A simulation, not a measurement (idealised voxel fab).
A process module follows: voxel lift off.
For reference, the cross-section in this document is cut, with width 250 nm and square cells of 5 nm.
Square cells in a grid make up a cross-section in this document, and the grid is given as bands, listed from the top down, each one or more rows of cells. The band entry comprises the height of the band's top followed by the height of its bottom, expressed in nm, and subsequently the band's materials from left to right, each stated together with its width in nm. Where a single material is marked with the word "edge to edge", that material fills the band from edge to edge. The word "empty" represents empty space. Counting heights begins at 0, where everything beneath is, in the wafer as received, one material. The lowest band has no bottom; it goes on downwards, as "top 0, no bottom" shows. Read "30 to 40" as a graded width: first number on top, second number at the bottom, same change between each pair of neighbouring rows. Where a step carries "no alterations made", the cross-section came out of it unchanged, cell for cell. "Enclosed void list" means: voids of 8 cells or more that are shut off from the top with no open way through. Written width x height at distance, distance from the left edge, in nm. It should be noted that, on the line of a given step, the content following the step's settings is a remark produced by the simulator itself with respect to that step. The "overlay nm" setting may appear on a step's line; for a step that uses a mask, it gives how far to the right of its planned position the mask lay, and a negative value indicates the left.
PLAN
step 1: RECEIVE (material Si)
step 2: CONFORMAL_DEP (material SiO2; thk nm 10)
step 3: PATTERN (tone open; mask id LINES; material resist; width nm 15; pitch nm 40; thk nm 25; overlay nm 0)
step 4: DIRECTIONAL_DEP (material Ru; thk nm 15)
step 5: STRIP (etch materials resist)
step 6: CONFORMAL_DEP (material SiO2; thk nm 5)
Keep in mind the plan's value for the thk nm of step 6 comes from the first wafer; the wafers don't share that setting, but they do share the same starting point.
FIRST WAFER OF SEVERAL, AS RECEIVED: CROSS-SECTION AFTER STEP 1
    top 0, no bottom | Si edge to edge
    Enclosed void list: none
SO IN THIS TABLE EVERY WAFER GETS ITS OWN ROW, AND WHAT YOU SEE IS WHERE IT STANDS AT THE END OF THE MODULE: FOR EACH MATERIAL, HOW MANY CELLS IT PICKED UP (+) OR GAVE UP (-) SINCE WE RECEIVED IT, AND AFTER THAT ITS CLOSED VOIDS
thk nm 5; +36 Ru; +174 SiO2; Enclosed void list: none
thk nm 10; +36 Ru; +248 SiO2; Enclosed void list: none
thk nm 15; +36 Ru; +313 SiO2; Enclosed void list: none
thk nm 20; +36 Ru; +369 SiO2; Enclosed void list: none
